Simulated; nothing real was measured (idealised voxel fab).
process module | voxel air gaps
cross-section cut | 220 nm wide | cells 5 nm
A cross-section is a grid of square cells, given in bands from the top down. A band is one or more rows of cells.
Each band's line starts with the height of the band's top and of its bottom, in nm. Then come its materials from left to right, each with its width in nm. One material with "throughout" fills the band from edge to edge. "air" is empty space.
Height 0 is the level under which the wafer as received is all one material. The lowest band goes on downwards, as in "0 down".
A width such as "30 to 40" changes by the same amount from each row of cells to the next, from the band's top row to its bottom row.
"no change" after a step means that no cell of the cross-section changed.
closed voids: empty space of 8 cells or more with no open way to the top, each as width x height at its distance from the left edge, in nm
after a step's settings: what the simulator itself notes on the step
overlay nm, on a step with a mask: how far to the right of its planned place the mask lay; to the left if negative
plan
1 op RECEIVE | material Si
2 op CONFORMAL_DEP | material SiO2 | thk nm 10
3 op CONFORMAL_DEP | material SiN | thk nm 5
4 op DIRECTIONAL_DEP | material SiO2 | thk nm 40
5 op MASKED_ETCH | tone open | mask id LINES | width nm 15 | pitch nm 40 | etch materials SiO2 | depth nm 40 | overlay nm 0
6 op CONFORMAL_DEP | material TiN | thk nm 5
7 op FILL_DEP | material Ru | thk nm 5
8 op CMP | height nm 55
9 op EPI | material Ru | thk nm 10
10 op SELECTIVE_ETCH | etch materials SiO2 | depth nm 50
11 op CONFORMAL_DEP | material SiCN | thk nm 5
varied across the wafers: width nm of step 5. The plan shows the first wafer's value. All wafers start alike
first wafer as received, after step 1
  0 down: Si throughout
  closed voids: none
first wafer at the end, after step 11
  70 to 65: air 45 | SiCN 125 | air 50
  65 to 55: air 45 | SiCN 5 | Ru 35 | SiCN 5 | Ru 35 | SiCN 5 | Ru 35 | SiCN 5 | air 50
  55 to 50: air 45 | SiCN 15 | TiN 5 | Ru 5 | TiN 5 | SiCN 25 | TiN 5 | Ru 5 | TiN 5 | SiCN 25 | TiN 5 | Ru 5 | TiN 5 | SiCN 15 | air 50
  50 to 20: air 55 | SiCN 5 | TiN 5 | Ru 5 | TiN 5 | SiCN 5 | air 15 | SiCN 5 | TiN 5 | Ru 5 | TiN 5 | SiCN 5 | air 15 | SiCN 5 | TiN 5 | Ru 5 | TiN 5 | SiCN 5 | air 60
  20 to 15: SiCN 60 | TiN 15 | SiCN 25 | TiN 15 | SiCN 25 | TiN 15 | SiCN 65
  15 to 10: SiN throughout
  10 to 0: SiO2 throughout
  0 down: Si throughout
  closed voids: 15 x 30 at 80; 15 x 30 at 120
last wafer at the end
  70 to 65: air 40 | SiCN 135 | air 45
  65 to 55: air 40 | SiCN 5 | Ru 125 | SiCN 5 | air 45
  55 to 50: air 40 | SiCN 15 | TiN 5 | Ru 15 | TiN 5 | SiO2 15 | TiN 5 | Ru 15 | TiN 5 | SiO2 15 | TiN 5 | Ru 15 | TiN 5 | SiCN 15 | air 45
  50 to 20: air 50 | SiCN 5 | TiN 5 | Ru 15 | TiN 5 | SiO2 15 | TiN 5 | Ru 15 | TiN 5 | SiO2 15 | TiN 5 | Ru 15 | TiN 5 | SiCN 5 | air 55
  20 to 15: SiCN 55 | TiN 25 | SiO2 15 | TiN 25 | SiO2 15 | TiN 25 | SiCN 60
  15 to 10: SiN throughout
  10 to 0: SiO2 throughout
  0 down: Si throughout
  closed voids: none
each wafer at the end: cells of each material gained (+) or lost (-) since it was received, then its closed voids
width nm 15 | +63 Ru | +120 SiCN | +44 SiN | +88 SiO2 | +51 TiN | closed voids: 15 x 30 at 80; 15 x 30 at 120
width nm 20 | +90 Ru | +72 SiCN | +44 SiN | +152 SiO2 | +54 TiN | closed voids: none
width nm 25 | +113 Ru | +72 SiCN | +44 SiN | +136 SiO2 | +57 TiN | closed voids: none
